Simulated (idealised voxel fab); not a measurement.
Process module under the name voxel self aligned vias
Cross-section cut: width 220 nm, square cells of 5 nm.
This document writes a cross-section as a grid whose cells are square, and gives it as bands, listed from the top down; one or more rows of cells form a band.
Band entry format. Leading values: height of top, height of bottom, nm. Remainder: materials in left-to-right order, each with its width in nm. Special words: "everywhere" on a single material, which then fills the band edge to edge; "air", empty space.
Height reference: 0 = level under which incoming wafer is all one material. Lowest band: no bottom, runs on downward, e.g. "0..down".
Per-row width for "30 to 40": begins at first number (top row of band), ends at second number (bottom row), increment between rows held constant.
The cross-section has no changed cell in any step marked "all unchanged".
"Fully enclosed voids" - sealed voids, min. 8 cells, no opening to top; format: width x height at distance (distance from left edge; nm throughout).
The remark found on a step's line after its settings is issued by the simulator itself and pertains to that step.
The setting "overlay nm" may be written on the line of a step. When the step uses a mask, the value reports how far to the right of the planned place the mask lay, and a negative value reports that it lay to the left.

### The planned process steps are enumerated hereunder
- 1: op RECEIVE | material Si
- 2: op CONFORMAL_DEP | material SiO2 | thk nm 10
- 3: op CONFORMAL_DEP | material SiCN | thk nm 5
- 4: op DIRECTIONAL_DEP | material lowk | thk nm 20
- 5: op PATTERN | tone open | mask id LINES | material resist | width nm 25 | pitch nm 70 | thk nm 15 | overlay nm 0
- 6: op DIRECTIONAL_ETCH | etch materials lowk | depth nm 20
- 7: op STRIP | etch materials resist
- 8: op CONFORMAL_DEP | material TiN | thk nm 5
- 9: op FILL_DEP | material W | thk nm 5
- 10: op CMP | height nm 35
- 11: op SELECTIVE_ETCH | etch materials W Ru TiN | depth nm 5
- 12: op FILL_DEP | material SiN | thk nm 5
- 13: op CMP | height nm 35
- 14: op DIRECTIONAL_DEP | material lowk | thk nm 20
- 15: op PATTERN | tone open | mask id VIAS | material resist | width nm 45 | thk nm 20 | overlay nm 0
- 16: op DIRECTIONAL_ETCH | etch materials lowk | depth nm 20
- 17: op DIRECTIONAL_ETCH | etch materials SiN | depth nm 5
- 18: op STRIP | etch materials resist
- 19: op CONFORMAL_DEP | material TiN | thk nm 5
- 20: op FILL_DEP | material W | thk nm 5
- 21: op CMP | height nm 55
- 22: op CONFORMAL_DEP | material SiCN | thk nm 5

### As received (post step 1): cross-section
	0..down: Si everywhere
	Fully enclosed voids: none

### Here's the wafer cut in cross-section after the module, started and planned just like above, except one thing was done wrong in the run
	60..55: SiCN everywhere
	55..40: lowk=45  TiN=5  W=45  TiN=5  lowk=120
	40..35: lowk=45  TiN=20  W=15  TiN=20  lowk=120
	35..30: lowk=60  TiN=25  lowk=45  SiN=25  lowk=65
	30..20: lowk=60  TiN=5  W=15  TiN=5  lowk=45  TiN=5  W=15  TiN=5  lowk=65
	20..15: lowk=60  TiN=25  lowk=45  TiN=25  lowk=65
	15..10: SiCN everywhere
	10..0: SiO2 everywhere
	0..down: Si everywhere
	Fully enclosed voids: none
Here's what went sideways: step 15 changed vs plan, executed as op PATTERN | tone open | mask id VIAS | material resist | width nm 55 | thk nm 20 | overlay nm 0
